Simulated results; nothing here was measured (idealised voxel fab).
The following is a process module called voxel transistor to metal.
This is section cut - it's 280 nm across, gridded in 5 nm square cells.
Heads up, the way a cross-section reads in here is a grid of square cells, handed over as bands from the top down, with every band being one or more rows of cells.
Read a band's entry like this: the first values are the height of its top and the height of its bottom in nm, and what follows is the sequence of materials from left to right, each with its width in nm. Note that "blank" is empty space, and that a single material marked "throughout" reaches across the band from edge to edge.
Counting heights begins at 0, where everything beneath is, in the wafer as received, one material. The lowest band has no bottom; it goes on downwards, as "top 0, no bottom" shows.
A two-number width, for instance "30->40", indicates that the width is equal to the first number in the top row of the band and to the second number in the bottom row, and that it changes by a constant amount per row of cells.
The designation "left unchanged", where it is given for a processing step, indicates that no cell of the cross-section was altered in the course of that step.
Under "Fully sealed cavities" you'll find the enclosed gaps, the ones with no way out to the top, that are 8 cells or bigger; each reads width x height at distance, with distance counted from the left edge, everything in nm.
Note: text after step settings on the step line = simulator remark on that step.
overlay nm: on a step with a mask, how far right of its planned place the mask lay; negative means left.
If you're wondering how to read the rest of this, here's the deal. It's pairs of cross-sections: one from before a process step, one from after it. The after one is only drawn as far down as the lowest band that changed. Right under each pair you'll see which step sits between them and what its settings were. Don't read the pairs as one continuous story, though. They can come from different runs of this module on the same starting wafer, and a pair only carries on from the one above it where its entry headed "Pre-step snapshot" says so.

Pre-step snapshot:
top 75, bottom 65  aC throughout
top 65, bottom 50  Ru throughout
top 50, bottom 45  TiN throughout
top 45, bottom 35  30 of SiO2 / 5 of TiN / 25 of Ru / 5 of TiN / 20 of SiO2 / 5 of TiN / 25 of Ru / 5 of TiN / 35 of SiO2 / 5 of TiN / 25 of Ru / 5 of TiN / 20 of SiO2 / 5 of TiN / 25 of Ru / 5 of TiN / 35 of SiO2
top 35, bottom 30  30 of SiO2 / 5 of TiN / 10 of Ru / 20 of TiN / 20 of SiO2 / 20 of TiN / 10 of Ru / 5 of TiN / 35 of SiO2 / 5 of TiN / 10 of Ru / 20 of TiN / 20 of SiO2 / 20 of TiN / 10 of Ru / 5 of TiN / 35 of SiO2
top 30, bottom 15  30 of SiO2 / 5 of TiN / 10 of Ru / 5 of TiN / 10 of SiN / 5 of TiN / 20 of SiCN / 5 of TiN / 10 of SiN / 5 of TiN / 10 of Ru / 5 of TiN / 35 of SiO2 / 5 of TiN / 10 of Ru / 5 of TiN / 10 of SiN / 5 of TiN / 20 of SiCN / 5 of TiN / 10 of SiN / 5 of TiN / 10 of Ru / 5 of TiN / 35 of SiO2
top 15, bottom 5  30 of SiO2 / 5 of TiN / 10 of Ru / 5 of TiN / 10 of SiN / 5 of TiN / 20 of polySi / 5 of TiN / 10 of SiN / 5 of TiN / 10 of Ru / 5 of TiN / 35 of SiO2 / 5 of TiN / 10 of Ru / 5 of TiN / 10 of SiN / 5 of TiN / 20 of polySi / 5 of TiN / 10 of SiN / 5 of TiN / 10 of Ru / 5 of TiN / 35 of SiO2
top 5, bottom 0  30 of SiO2 / 20 of TiN / 10 of SiN / 5 of TiN / 20 of polySi / 5 of TiN / 10 of SiN / 20 of TiN / 35 of SiO2 / 20 of TiN / 10 of SiN / 5 of TiN / 20 of polySi / 5 of TiN / 10 of SiN / 20 of TiN / 35 of SiO2
top 0, bottom -5  30 of SiO2 / 10 of TiN / 10 of SiGe / 10 of SiN / 5 of TiN / 20 of polySi / 5 of TiN / 10 of SiN / 10 of SiGe / 10 of TiN / 35 of SiO2 / 10 of TiN / 10 of SiGe / 10 of SiN / 5 of TiN / 20 of polySi / 5 of TiN / 10 of SiN / 10 of SiGe / 10 of TiN / 35 of SiO2
top -5, bottom -10  25 of SiO2 / 25 of SiGe / 50 of SiO2 / 25 of SiGe / 25 of SiO2 / 25 of SiGe / 50 of SiO2 / 25 of SiGe / 30 of SiO2
top -10, bottom -15  30 of SiO2 / 20 of SiGe / 50 of Si / 20 of SiGe / 35 of SiO2 / 20 of SiGe / 50 of Si / 20 of SiGe / 35 of SiO2
top -15, bottom -45  30 of SiO2 / 90 of Si / 35 of SiO2 / 90 of Si / 35 of SiO2
top -45, no bottom  Si throughout
Fully sealed cavities: none

Post-Step Cross-Section:
top 100, bottom 75  35 of blank / 15 of resist / 50 of blank / 15 of resist / 45 of blank / 15 of resist / 50 of blank / 15 of resist / 40 of blank
Unchanged below 75.
Fully sealed cavities: none
The cross-sections above show the structure before and after this step: PATTERN (tone cover; mask id METAL_1; material resist; width nm 15; thk nm 25; overlay nm 0)

Pre-step snapshot: This step starts from the configuration shown after the step in the pair immediately above.

Post-Step Cross-Section:
top 90, bottom 75  35 of blank / 15 of resist / 50 of blank / 15 of resist / 45 of blank / 15 of resist / 50 of blank / 15 of resist / 40 of blank
top 75, bottom 65  35 of blank / 15 of aC / 50 of blank / 15 of aC / 45 of blank / 15 of aC / 50 of blank / 15 of aC / 40 of blank
Unchanged below 65.
Fully sealed cavities: none
The cross-sections above show the structure before and after this step: DIRECTIONAL_ETCH (etch materials aC; depth nm 10)

Pre-step snapshot: This step starts from the configuration shown after the step in the pair immediately above.

Post-Step Cross-Section:
top 75, bottom 65  35 of blank / 15 of aC / 50 of blank / 15 of aC / 45 of blank / 15 of aC / 50 of blank / 15 of aC / 40 of blank
Unchanged below 65.
Fully sealed cavities: none
The cross-sections above show the structure before and after this step: STRIP (etch materials resist)

Pre-step snapshot: This step starts from the configuration shown after the step in the pair immediately above.

Post-Step Cross-Section:
top 75, bottom 65  35 of blank / 15 of aC / 50 of blank / 15 of aC / 45 of blank / 15 of aC / 50 of blank / 15 of aC / 40 of blank
top 65, bottom 50  35 of blank / 15 of Ru / 50 of blank / 15 of Ru / 45 of blank / 15 of Ru / 50 of blank / 15 of Ru / 40 of blank
Unchanged below 50.
Fully sealed cavities: none
The cross-sections above show the structure before and after this step: DIRECTIONAL_ETCH (etch materials Ru; depth nm 15)

Pre-step snapshot: This step starts from the configuration shown after the step in the pair immediately above.

Post-Step Cross-Section:
top 75, bottom 65  35 of blank / 15 of aC / 50 of blank / 15 of aC / 45 of blank / 15 of aC / 50 of blank / 15 of aC / 40 of blank
top 65, bottom 50  35 of blank / 15 of Ru / 50 of blank / 15 of Ru / 45 of blank / 15 of Ru / 50 of blank / 15 of Ru / 40 of blank
top 50, bottom 45  35 of blank / 15 of TiN / 50 of blank / 15 of TiN / 45 of blank / 15 of TiN / 50 of blank / 15 of TiN / 40 of blank
Unchanged below 45.
Fully sealed cavities: none
The cross-sections above show the structure before and after this step: DIRECTIONAL_ETCH (etch materials TiN; depth nm 5)

Pre-step snapshot: This step starts from the configuration shown after the step in the pair immediately above.

Post-Step Cross-Section:
top 65, bottom 50  35 of blank / 15 of Ru / 50 of blank / 15 of Ru / 45 of blank / 15 of Ru / 50 of blank / 15 of Ru / 40 of blank
Unchanged below 50.
Fully sealed cavities: none
The cross-sections above show the structure before and after this step: STRIP (etch materials aC)

Pre-step snapshot: This step starts from the configuration shown after the step in the pair immediately above.

Post-Step Cross-Section:
top 70, bottom 65  30 of blank / 25 of SiCN / 40 of blank / 25 of SiCN / 35 of blank / 25 of SiCN / 40 of blank / 25 of SiCN / 35 of blank
top 65, bottom 50  30 of blank / 5 of SiCN / 15 of Ru / 5 of SiCN / 40 of blank / 5 of SiCN / 15 of Ru / 5 of SiCN / 35 of blank / 5 of SiCN / 15 of Ru / 5 of SiCN / 40 of blank / 5 of SiCN / 15 of Ru / 5 of SiCN / 35 of blank
top 50, bottom 45  35 of SiCN / 15 of TiN / 50 of SiCN / 15 of TiN / 45 of SiCN / 15 of TiN / 50 of SiCN / 15 of TiN / 40 of SiCN
Unchanged below 45.
Fully sealed cavities: none
The cross-sections above show the structure before and after this step: CONFORMAL_DEP (material SiCN; thk nm 5)

Pre-step snapshot: This step starts from the configuration shown after the step in the pair immediately above.

Post-Step Cross-Section:
top 80, bottom 70  lowk throughout
top 70, bottom 65  30 of lowk / 25 of SiCN / 40 of lowk / 25 of SiCN / 35 of lowk / 25 of SiCN / 40 of lowk / 25 of SiCN / 35 of lowk
top 65, bottom 50  30 of lowk / 5 of SiCN / 15 of Ru / 5 of SiCN / 40 of lowk / 5 of SiCN / 15 of Ru / 5 of SiCN / 35 of lowk / 5 of SiCN / 15 of Ru / 5 of SiCN / 40 of lowk / 5 of SiCN / 15 of Ru / 5 of SiCN / 35 of lowk
Unchanged below 50.
Fully sealed cavities: none
The cross-sections above show the structure before and after this step: FILL_DEP (material lowk; thk nm 10)

Pre-step snapshot: This step starts from the configuration shown after the step in the pair immediately above.

Post-Step Cross-Section:
top 65, bottom 50  30 of lowk / 5 of SiCN / 15 of Ru / 5 of SiCN / 40 of lowk / 5 of SiCN / 15 of Ru / 5 of SiCN / 35 of lowk / 5 of SiCN / 15 of Ru / 5 of SiCN / 40 of lowk / 5 of SiCN / 15 of Ru / 5 of SiCN / 35 of lowk
Unchanged below 50.
Fully sealed cavities: none
The cross-sections above show the structure before and after this step: CMP (height nm 65)

Pre-step snapshot: This step starts from the configuration shown after the step in the pair immediately above.

Post-Step Cross-Section:
top 70, bottom 65  SiN throughout
Unchanged below 65.
Fully sealed cavities: none
The cross-sections above show the structure before and after this step: CONFORMAL_DEP (material SiN; thk nm 5)

Pre-step snapshot:
top 60, bottom 45  aC throughout
top 45, bottom 30  SiO2 throughout
top 30, bottom 15  50 of SiO2 / 10 of SiN / 5 of SiO2 / 20 of SiCN / 5 of SiO2 / 10 of SiN / 75 of SiO2 / 10 of SiN / 5 of SiO2 / 20 of SiCN / 5 of SiO2 / 10 of SiN / 55 of SiO2
top 15, bottom 0  50 of SiO2 / 10 of SiN / 5 of SiO2 / 20 of polySi / 5 of SiO2 / 10 of SiN / 75 of SiO2 / 10 of SiN / 5 of SiO2 / 20 of polySi / 5 of SiO2 / 10 of SiN / 55 of SiO2
top 0, bottom -5  40 of SiO2 / 10 of SiGe / 10 of SiN / 5 of SiO2 / 20 of polySi / 5 of SiO2 / 10 of SiN / 10 of SiGe / 55 of SiO2 / 10 of SiGe / 10 of SiN / 5 of SiO2 / 20 of polySi / 5 of SiO2 / 10 of SiN / 10 of SiGe / 45 of SiO2
top -5, bottom -10  25 of SiO2 / 25 of SiGe / 50 of SiO2 / 25 of SiGe / 25 of SiO2 / 25 of SiGe / 50 of SiO2 / 25 of SiGe / 30 of SiO2
top -10, bottom -15  30 of SiO2 / 20 of SiGe / 50 of Si / 20 of SiGe / 35 of SiO2 / 20 of SiGe / 50 of Si / 20 of SiGe / 35 of SiO2
top -15, bottom -45  30 of SiO2 / 90 of Si / 35 of SiO2 / 90 of Si / 35 of SiO2
top -45, no bottom  Si throughout
Fully sealed cavities: none

Post-Step Cross-Section:
top 95, bottom 60  45 of resist / 25 of blank / 30 of resist / 25 of blank / 45 of resist / 25 of blank / 30 of resist / 25 of blank / 30 of resist
Unchanged below 60.
Fully sealed cavities: none
The cross-sections above show the structure before and after this step: PATTERN (tone open; mask id CONTACT; material resist; width nm 25; thk nm 35; overlay nm 10)

Pre-step snapshot: This step starts from the configuration shown after the step in the pair immediately above.

Post-Step Cross-Section:
top 80, bottom 60  45 of resist / 25 of blank / 30 of resist / 25 of blank / 45 of resist / 25 of blank / 30 of resist / 25 of blank / 30 of resist
top 60, bottom 45  45 of aC / 25 of blank / 30 of aC / 25 of blank / 45 of aC / 25 of blank / 30 of aC / 25 of blank / 30 of aC
Unchanged below 45.
Fully sealed cavities: none
The cross-sections above show the structure before and after this step: DIRECTIONAL_ETCH (etch materials aC; depth nm 15)

Pre-step snapshot: This step starts from the configuration shown after the step in the pair immediately above.

Post-Step Cross-Section:
top 60, bottom 45  45 of aC / 25 of blank / 30 of aC / 25 of blank / 45 of aC / 25 of blank / 30 of aC / 25 of blank / 30 of aC
Unchanged below 45.
Fully sealed cavities: none
The cross-sections above show the structure before and after this step: STRIP (etch materials resist)

Pre-step snapshot: This step starts from the configuration shown after the step in the pair immediately above.

Post-Step Cross-Section:
top 60, bottom 45  45 of aC / 25 of blank / 30 of aC / 25 of blank / 45 of aC / 25 of blank / 30 of aC / 25 of blank / 30 of aC
top 45, bottom 30  45 of SiO2 / 25 of blank / 30 of SiO2 / 25 of blank / 45 of SiO2 / 25 of blank / 30 of SiO2 / 25 of blank / 30 of SiO2
top 30, bottom 15  45 of SiO2 / 5 of blank / 10 of SiN / 5 of blank / 20 of SiCN / 5 of SiO2 / 10 of SiN / 25 of blank / 45 of SiO2 / 5 of blank / 10 of SiN / 5 of blank / 20 of SiCN / 5 of SiO2 / 10 of SiN / 25 of blank / 30 of SiO2
top 15, bottom 0  45 of SiO2 / 5 of blank / 10 of SiN / 5 of blank / 20 of polySi / 5 of SiO2 / 10 of SiN / 25 of blank / 45 of SiO2 / 5 of blank / 10 of SiN / 5 of blank / 20 of polySi / 5 of SiO2 / 10 of SiN / 25 of blank / 30 of SiO2
top 0, bottom -5  40 of SiO2 / 10 of SiGe / 10 of SiN / 5 of blank / 20 of polySi / 5 of SiO2 / 10 of SiN / 10 of SiGe / 15 of blank / 40 of SiO2 / 10 of SiGe / 10 of SiN / 5 of blank / 20 of polySi / 5 of SiO2 / 10 of SiN / 10 of SiGe / 15 of blank / 30 of SiO2
Unchanged below -5.
Fully sealed cavities: none
The cross-sections above show the structure before and after this step: DIRECTIONAL_ETCH (etch materials SiO2; depth nm 50)

Pre-step snapshot: This step starts from the configuration shown after the step in the pair immediately above.

Post-Step Cross-Section:
top 45, bottom 30  45 of SiO2 / 25 of blank / 30 of SiO2 / 25 of blank / 45 of SiO2 / 25 of blank / 30 of SiO2 / 25 of blank / 30 of SiO2
Unchanged below 30.
Fully sealed cavities: none
The cross-sections above show the structure before and after this step: STRIP (etch materials aC)

Pre-step snapshot: This step starts from the configuration shown after the step in the pair immediately above.

Post-Step Cross-Section:
top 50, bottom 45  50 of TiN / 15 of blank / 40 of TiN / 15 of blank / 55 of TiN / 15 of blank / 40 of TiN / 15 of blank / 35 of TiN
top 45, bottom 35  45 of SiO2 / 5 of TiN / 15 of blank / 5 of TiN / 30 of SiO2 / 5 of TiN / 15 of blank / 5 of TiN / 45 of SiO2 / 5 of TiN / 15 of blank / 5 of TiN / 30 of SiO2 / 5 of TiN / 15 of blank / 5 of TiN / 30 of SiO2
top 35, bottom 30  45 of SiO2 / 25 of TiN / 30 of SiO2 / 5 of TiN / 15 of blank / 5 of TiN / 45 of SiO2 / 25 of TiN / 30 of SiO2 / 5 of TiN / 15 of blank / 5 of TiN / 30 of SiO2
top 30, bottom 15  45 of SiO2 / 5 of TiN / 10 of SiN / 5 of TiN / 20 of SiCN / 5 of SiO2 / 10 of SiN / 5 of TiN / 15 of blank / 5 of TiN / 45 of SiO2 / 5 of TiN / 10 of SiN / 5 of TiN / 20 of SiCN / 5 of SiO2 / 10 of SiN / 5 of TiN / 15 of blank / 5 of TiN / 30 of SiO2
top 15, bottom 5  45 of SiO2 / 5 of TiN / 10 of SiN / 5 of TiN / 20 of polySi / 5 of SiO2 / 10 of SiN / 5 of TiN / 15 of blank / 5 of TiN / 45 of SiO2 / 5 of TiN / 10 of SiN / 5 of TiN / 20 of polySi / 5 of SiO2 / 10 of SiN / 5 of TiN / 15 of blank / 5 of TiN / 30 of SiO2
top 5, bottom 0  45 of SiO2 / 5 of TiN / 10 of SiN / 5 of TiN / 20 of polySi / 5 of SiO2 / 10 of SiN / 15 of TiN / 5 of blank / 5 of TiN / 45 of SiO2 / 5 of TiN / 10 of SiN / 5 of TiN / 20 of polySi / 5 of SiO2 / 10 of SiN / 15 of TiN / 5 of blank / 5 of TiN / 30 of SiO2
top 0, bottom -5  40 of SiO2 / 10 of SiGe / 10 of SiN / 5 of TiN / 20 of polySi / 5 of SiO2 / 10 of SiN / 10 of SiGe / 15 of TiN / 40 of SiO2 / 10 of SiGe / 10 of SiN / 5 of TiN / 20 of polySi / 5 of SiO2 / 10 of SiN / 10 of SiGe / 15 of TiN / 30 of SiO2
Unchanged below -5.
Fully sealed cavities: none
The cross-sections above show the structure before and after this step: CONFORMAL_DEP (material TiN; thk nm 5)

Pre-step snapshot: This step starts from the configuration shown after the step in the pair immediately above.

Post-Step Cross-Section:
top 60, bottom 50  Ru throughout
top 50, bottom 45  50 of TiN / 15 of Ru / 40 of TiN / 15 of Ru / 55 of TiN / 15 of Ru / 40 of TiN / 15 of Ru / 35 of TiN
top 45, bottom 35  45 of SiO2 / 5 of TiN / 15 of Ru / 5 of TiN / 30 of SiO2 / 5 of TiN / 15 of Ru / 5 of TiN / 45 of SiO2 / 5 of TiN / 15 of Ru / 5 of TiN / 30 of SiO2 / 5 of TiN / 15 of Ru / 5 of TiN / 30 of SiO2
top 35, bottom 30  45 of SiO2 / 25 of TiN / 30 of SiO2 / 5 of TiN / 15 of Ru / 5 of TiN / 45 of SiO2 / 25 of TiN / 30 of SiO2 / 5 of TiN / 15 of Ru / 5 of TiN / 30 of SiO2
top 30, bottom 15  45 of SiO2 / 5 of TiN / 10 of SiN / 5 of TiN / 20 of SiCN / 5 of SiO2 / 10 of SiN / 5 of TiN / 15 of Ru / 5 of TiN / 45 of SiO2 / 5 of TiN / 10 of SiN / 5 of TiN / 20 of SiCN / 5 of SiO2 / 10 of SiN / 5 of TiN / 15 of Ru / 5 of TiN / 30 of SiO2
top 15, bottom 5  45 of SiO2 / 5 of TiN / 10 of SiN / 5 of TiN / 20 of polySi / 5 of SiO2 / 10 of SiN / 5 of TiN / 15 of Ru / 5 of TiN / 45 of SiO2 / 5 of TiN / 10 of SiN / 5 of TiN / 20 of polySi / 5 of SiO2 / 10 of SiN / 5 of TiN / 15 of Ru / 5 of TiN / 30 of SiO2
top 5, bottom 0  45 of SiO2 / 5 of TiN / 10 of SiN / 5 of TiN / 20 of polySi / 5 of SiO2 / 10 of SiN / 15 of TiN / 5 of Ru / 5 of TiN / 45 of SiO2 / 5 of TiN / 10 of SiN / 5 of TiN / 20 of polySi / 5 of SiO2 / 10 of SiN / 15 of TiN / 5 of Ru / 5 of TiN / 30 of SiO2
Unchanged below 0.
Fully sealed cavities: none
The cross-sections above show the structure before and after this step: FILL_DEP (material Ru; thk nm 10)

Pre-step snapshot: This step starts from the configuration shown after the step in the pair immediately above.

Post-Step Cross-Section:
top 45, bottom 35  45 of SiO2 / 5 of TiN / 15 of Ru / 5 of TiN / 30 of SiO2 / 5 of TiN / 15 of Ru / 5 of TiN / 45 of SiO2 / 5 of TiN / 15 of Ru / 5 of TiN / 30 of SiO2 / 5 of TiN / 15 of Ru / 5 of TiN / 30 of SiO2
Unchanged below 35.
Fully sealed cavities: none
The cross-sections above show the structure before and after this step: CMP (height nm 45)

Pre-step snapshot: This step starts from the configuration shown after the step in the pair immediately above.

Post-Step Cross-Section:
top 50, bottom 45  TiN throughout
Unchanged below 45.
Fully sealed cavities: none
The cross-sections above show the structure before and after this step: DIRECTIONAL_DEP (material TiN; thk nm 5)

Pre-step snapshot: This step starts from the configuration shown after the step in the pair immediately above.

Post-Step Cross-Section:
top 65, bottom 50  Ru throughout
Unchanged below 50.
Fully sealed cavities: none
The cross-sections above show the structure before and after this step: DIRECTIONAL_DEP (material Ru; thk nm 15)

Pre-step snapshot: This step starts from the configuration shown after the step in the pair immediately above.

Post-Step Cross-Section:
top 75, bottom 65  aC throughout
Unchanged below 65.
Fully sealed cavities: none
The cross-sections above show the structure before and after this step: DIRECTIONAL_DEP (material aC; thk nm 10)

Pre-step snapshot: This step starts from the configuration shown after the step in the pair immediately above.

Post-Step Cross-Section:
top 100, bottom 75  35 of blank / 15 of resist / 50 of blank / 15 of resist / 45 of blank / 15 of resist / 50 of blank / 15 of resist / 40 of blank
Unchanged below 75.
Fully sealed cavities: none
The cross-sections above show the structure before and after this step: PATTERN (tone cover; mask id METAL_1; material resist; width nm 15; thk nm 25; overlay nm 0)

Pre-step snapshot: This step starts from the configuration shown after the step in the pair immediately above.

Post-Step Cross-Section:
top 90, bottom 75  35 of blank / 15 of resist / 50 of blank / 15 of resist / 45 of blank / 15 of resist / 50 of blank / 15 of resist / 40 of blank
top 75, bottom 65  35 of blank / 15 of aC / 50 of blank / 15 of aC / 45 of blank / 15 of aC / 50 of blank / 15 of aC / 40 of blank
Unchanged below 65.
Fully sealed cavities: none
The cross-sections above show the structure before and after this step: DIRECTIONAL_ETCH (etch materials aC; depth nm 10)

Pre-step snapshot: This step starts from the configuration shown after the step in the pair immediately above.

Post-Step Cross-Section:
top 75, bottom 65  35 of blank / 15 of aC / 50 of blank / 15 of aC / 45 of blank / 15 of aC / 50 of blank / 15 of aC / 40 of blank
Unchanged below 65.
Fully sealed cavities: none
The cross-sections above show the structure before and after this step: STRIP (etch materials resist)

Pre-step snapshot: This step starts from the configuration shown after the step in the pair immediately above.

Post-Step Cross-Section:
top 75, bottom 65  35 of blank / 15 of aC / 50 of blank / 15 of aC / 45 of blank / 15 of aC / 50 of blank / 15 of aC / 40 of blank
top 65, bottom 50  35 of blank / 15 of Ru / 50 of blank / 15 of Ru / 45 of blank / 15 of Ru / 50 of blank / 15 of Ru / 40 of blank
Unchanged below 50.
Fully sealed cavities: none
The cross-sections above show the structure before and after this step: DIRECTIONAL_ETCH (etch materials Ru; depth nm 15)

Pre-step snapshot: This step starts from the configuration shown after the step in the pair immediately above.

Post-Step Cross-Section:
top 75, bottom 65  35 of blank / 15 of aC / 50 of blank / 15 of aC / 45 of blank / 15 of aC / 50 of blank / 15 of aC / 40 of blank
top 65, bottom 50  35 of blank / 15 of Ru / 50 of blank / 15 of Ru / 45 of blank / 15 of Ru / 50 of blank / 15 of Ru / 40 of blank
top 50, bottom 45  35 of blank / 15 of TiN / 50 of blank / 15 of TiN / 45 of blank / 15 of TiN / 50 of blank / 15 of TiN / 40 of blank
Unchanged below 45.
Fully sealed cavities: none
The cross-sections above show the structure before and after this step: DIRECTIONAL_ETCH (etch materials TiN; depth nm 5)

Pre-step snapshot: This step starts from the configuration shown after the step in the pair immediately above.

Post-Step Cross-Section:
top 65, bottom 50  35 of blank / 15 of Ru / 50 of blank / 15 of Ru / 45 of blank / 15 of Ru / 50 of blank / 15 of Ru / 40 of blank
Unchanged below 50.
Fully sealed cavities: none
The cross-sections above show the structure before and after this step: STRIP (etch materials aC)

Pre-step snapshot: This step starts from the configuration shown after the step in the pair immediately above.

Post-Step Cross-Section:
top 70, bottom 65  30 of blank / 25 of SiCN / 40 of blank / 25 of SiCN / 35 of blank / 25 of SiCN / 40 of blank / 25 of SiCN / 35 of blank
top 65, bottom 50  30 of blank / 5 of SiCN / 15 of Ru / 5 of SiCN / 40 of blank / 5 of SiCN / 15 of Ru / 5 of SiCN / 35 of blank / 5 of SiCN / 15 of Ru / 5 of SiCN / 40 of blank / 5 of SiCN / 15 of Ru / 5 of SiCN / 35 of blank
top 50, bottom 45  35 of SiCN / 15 of TiN / 50 of SiCN / 15 of TiN / 45 of SiCN / 15 of TiN / 50 of SiCN / 15 of TiN / 40 of SiCN
Unchanged below 45.
Fully sealed cavities: none
The cross-sections above show the structure before and after this step: CONFORMAL_DEP (material SiCN; thk nm 5)

Pre-step snapshot: This step starts from the configuration shown after the step in the pair immediately above.

Post-Step Cross-Section:
top 80, bottom 70  lowk throughout
top 70, bottom 65  30 of lowk / 25 of SiCN / 40 of lowk / 25 of SiCN / 35 of lowk / 25 of SiCN / 40 of lowk / 25 of SiCN / 35 of lowk
top 65, bottom 50  30 of lowk / 5 of SiCN / 15 of Ru / 5 of SiCN / 40 of lowk / 5 of SiCN / 15 of Ru / 5 of SiCN / 35 of lowk / 5 of SiCN / 15 of Ru / 5 of SiCN / 40 of lowk / 5 of SiCN / 15 of Ru / 5 of SiCN / 35 of lowk
Unchanged below 50.
Fully sealed cavities: none
The cross-sections above show the structure before and after this step: FILL_DEP (material lowk; thk nm 10)

Pre-step snapshot: This step starts from the configuration shown after the step in the pair immediately above.

Post-Step Cross-Section:
top 65, bottom 50  30 of lowk / 5 of SiCN / 15 of Ru / 5 of SiCN / 40 of lowk / 5 of SiCN / 15 of Ru / 5 of SiCN / 35 of lowk / 5 of SiCN / 15 of Ru / 5 of SiCN / 40 of lowk / 5 of SiCN / 15 of Ru / 5 of SiCN / 35 of lowk
Unchanged below 50.
Fully sealed cavities: none
The cross-sections above show the structure before and after this step: CMP (height nm 65)

Pre-step snapshot: This step starts from the configuration shown after the step in the pair immediately above.

Post-Step Cross-Section:
top 70, bottom 65  SiN throughout
Unchanged below 65.
Fully sealed cavities: none
The cross-sections above show the structure before and after this step: CONFORMAL_DEP (material SiN; thk nm 5)

Pre-step snapshot:
top 45, bottom 35  35 of SiO2 / 5 of TiN / 15 of Ru / 5 of TiN / 30 of SiO2 / 5 of TiN / 15 of Ru / 5 of TiN / 45 of SiO2 / 5 of TiN / 15 of Ru / 5 of TiN / 30 of SiO2 / 5 of TiN / 15 of Ru / 5 of TiN / 40 of SiO2
top 35, bottom 30  35 of SiO2 / 5 of TiN / 5 of Ru / 15 of TiN / 30 of SiO2 / 15 of TiN / 5 of Ru / 5 of TiN / 45 of SiO2 / 5 of TiN / 5 of Ru / 15 of TiN / 30 of SiO2 / 15 of TiN / 5 of Ru / 5 of TiN / 40 of SiO2
top 30, bottom 15  35 of SiO2 / 5 of TiN / 5 of Ru / 5 of TiN / 10 of SiN / 5 of SiO2 / 20 of SiCN / 5 of SiO2 / 10 of SiN / 5 of TiN / 5 of Ru / 5 of TiN / 45 of SiO2 / 5 of TiN / 5 of Ru / 5 of TiN / 10 of SiN / 5 of SiO2 / 20 of SiCN / 5 of SiO2 / 10 of SiN / 5 of TiN / 5 of Ru / 5 of TiN / 40 of SiO2
top 15, bottom 5  35 of SiO2 / 5 of TiN / 5 of Ru / 5 of TiN / 10 of SiN / 5 of SiO2 / 20 of polySi / 5 of SiO2 / 10 of SiN / 5 of TiN / 5 of Ru / 5 of TiN / 45 of SiO2 / 5 of TiN / 5 of Ru / 5 of TiN / 10 of SiN / 5 of SiO2 / 20 of polySi / 5 of SiO2 / 10 of SiN / 5 of TiN / 5 of Ru / 5 of TiN / 40 of SiO2
top 5, bottom 0  35 of SiO2 / 15 of TiN / 10 of SiN / 5 of SiO2 / 20 of polySi / 5 of SiO2 / 10 of SiN / 15 of TiN / 45 of SiO2 / 15 of TiN / 10 of SiN / 5 of SiO2 / 20 of polySi / 5 of SiO2 / 10 of SiN / 15 of TiN / 40 of SiO2
top 0, bottom -5  35 of SiO2 / 5 of TiN / 10 of SiGe / 10 of SiN / 5 of SiO2 / 20 of polySi / 5 of SiO2 / 10 of SiN / 10 of SiGe / 5 of TiN / 45 of SiO2 / 5 of TiN / 10 of SiGe / 10 of SiN / 5 of SiO2 / 20 of polySi / 5 of SiO2 / 10 of SiN / 10 of SiGe / 5 of TiN / 40 of SiO2
top -5, bottom -10  25 of SiO2 / 25 of SiGe / 50 of SiO2 / 25 of SiGe / 25 of SiO2 / 25 of SiGe / 50 of SiO2 / 25 of SiGe / 30 of SiO2
top -10, bottom -15  30 of SiO2 / 20 of SiGe / 50 of Si / 20 of SiGe / 35 of SiO2 / 20 of SiGe / 50 of Si / 20 of SiGe / 35 of SiO2
top -15, bottom -45  30 of SiO2 / 90 of Si / 35 of SiO2 / 90 of Si / 35 of SiO2
top -45, no bottom  Si throughout
Fully sealed cavities: none

Post-Step Cross-Section:
top 50, bottom 45  SiCN throughout
Unchanged below 45.
Fully sealed cavities: none
The cross-sections above show the structure before and after this step: DIRECTIONAL_DEP (material SiCN; thk nm 5)

Pre-step snapshot: This step starts from the configuration shown after the step in the pair immediately above.

Post-Step Cross-Section:
top 65, bottom 50  Ru throughout
Unchanged below 50.
Fully sealed cavities: none
The cross-sections above show the structure before and after this step: DIRECTIONAL_DEP (material Ru; thk nm 15)

Pre-step snapshot: This step starts from the configuration shown after the step in the pair immediately above.

Post-Step Cross-Section:
top 75, bottom 65  aC throughout
Unchanged below 65.
Fully sealed cavities: none
The cross-sections above show the structure before and after this step: DIRECTIONAL_DEP (material aC; thk nm 10)

Pre-step snapshot: This step starts from the configuration shown after the step in the pair immediately above.

Post-Step Cross-Section:
top 100, bottom 75  35 of blank / 15 of resist / 50 of blank / 15 of resist / 45 of blank / 15 of resist / 50 of blank / 15 of resist / 40 of blank
Unchanged below 75.
Fully sealed cavities: none
The cross-sections above show the structure before and after this step: PATTERN (tone cover; mask id METAL_1; material resist; width nm 15; thk nm 25; overlay nm 0)

Pre-step snapshot: This step starts from the configuration shown after the step in the pair immediately above.

Post-Step Cross-Section:
top 90, bottom 75  35 of blank / 15 of resist / 50 of blank / 15 of resist / 45 of blank / 15 of resist / 50 of blank / 15 of resist / 40 of blank
top 75, bottom 65  35 of blank / 15 of aC / 50 of blank / 15 of aC / 45 of blank / 15 of aC / 50 of blank / 15 of aC / 40 of blank
Unchanged below 65.
Fully sealed cavities: none
The cross-sections above show the structure before and after this step: DIRECTIONAL_ETCH (etch materials aC; depth nm 10)

Pre-step snapshot: This step starts from the configuration shown after the step in the pair immediately above.

Post-Step Cross-Section:
top 75, bottom 65  35 of blank / 15 of aC / 50 of blank / 15 of aC / 45 of blank / 15 of aC / 50 of blank / 15 of aC / 40 of blank
Unchanged below 65.
Fully sealed cavities: none
The cross-sections above show the structure before and after this step: STRIP (etch materials resist)

Pre-step snapshot: This step starts from the configuration shown after the step in the pair immediately above.

Post-Step Cross-Section:
top 75, bottom 65  35 of blank / 15 of aC / 50 of blank / 15 of aC / 45 of blank / 15 of aC / 50 of blank / 15 of aC / 40 of blank
top 65, bottom 50  35 of blank / 15 of Ru / 50 of blank / 15 of Ru / 45 of blank / 15 of Ru / 50 of blank / 15 of Ru / 40 of blank
Unchanged below 50.
Fully sealed cavities: none
The cross-sections above show the structure before and after this step: DIRECTIONAL_ETCH (etch materials Ru; depth nm 15)

Pre-step snapshot: This step starts from the configuration shown after the step in the pair immediately above.

Post-Step Cross-Section:
top 65, bottom 50  35 of blank / 15 of Ru / 50 of blank / 15 of Ru / 45 of blank / 15 of Ru / 50 of blank / 15 of Ru / 40 of blank
Unchanged below 50.
Fully sealed cavities: none
The cross-sections above show the structure before and after this step: STRIP (etch materials aC)
